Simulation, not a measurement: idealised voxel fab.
process module | voxel spacer lines
cross-section cut | 300 nm wide | cells 5 nm
A cross-section is a grid of square cells, given in bands from the top down. A band is one or more rows of cells.
Each band's line starts with the height of the band's top and of its bottom, in nm. Then come its materials from left to right, each with its width in nm. One material with "throughout" fills the band from edge to edge. "air" is empty space.
Height 0 is the level under which the wafer as received is all one material. The lowest band goes on downwards, as in "0 down".
A width such as "30 to 40" changes by the same amount from each row of cells to the next, from the band's top row to its bottom row.
"no change" after a step means that no cell of the cross-section changed.
closed voids: empty space of 8 cells or more with no open way to the top, each as width x height at its distance from the left edge, in nm
after a step's settings: what the simulator itself notes on the step
overlay nm, on a step with a mask: how far to the right of its planned place the mask lay; to the left if negative
plan
1 op RECEIVE | material Si
2 op CONFORMAL_DEP | material Al2O3 | thk nm 5
3 op DIRECTIONAL_DEP | material polySi | thk nm 10
4 op DIRECTIONAL_DEP | material aC | thk nm 25
5 op PATTERN | tone cover | mask id MANDREL | material resist | width nm 15 | pitch nm 60 | thk nm 30 | overlay nm 0
6 op DIRECTIONAL_ETCH | etch materials aC | depth nm 25
7 op STRIP | etch materials resist
8 op CONFORMAL_DEP | material SiN | thk nm 15
9 op DIRECTIONAL_ETCH | etch materials SiN | depth nm 15
10 op STRIP | etch materials aC
11 op DIRECTIONAL_ETCH | etch materials polySi | depth nm 10
12 op STRIP | etch materials SiN
13 op FILL_DEP | material lowk | thk nm 10
14 op CMP | height nm 15
varied across the wafers: thk nm of step 2. The plan shows the first wafer's value. All wafers start alike
first wafer as received, after step 1
  0 down: Si throughout
  closed voids: none
first wafer at the end, after step 14
  15 to 5: lowk 95 | polySi 15 | lowk 15 | polySi 15 | lowk 15 | polySi 15 | lowk 15 | polySi 15 | lowk 100
  5 to 0: Al2O3 throughout
  0 down: Si throughout
  closed voids: none
last wafer at the end
  15 to 0: Al2O3 throughout
  0 down: Si throughout
  closed voids: none
each wafer at the end: cells of each material gained (+) or lost (-) since it was received, then its closed voids
thk nm 5 | +60 Al2O3 | +96 lowk | +24 polySi | closed voids: none
thk nm 10 | +120 Al2O3 | +48 lowk | +12 polySi | closed voids: none
thk nm 15 | +180 Al2O3 | closed voids: none
thk nm 20 | +180 Al2O3 | closed voids: none
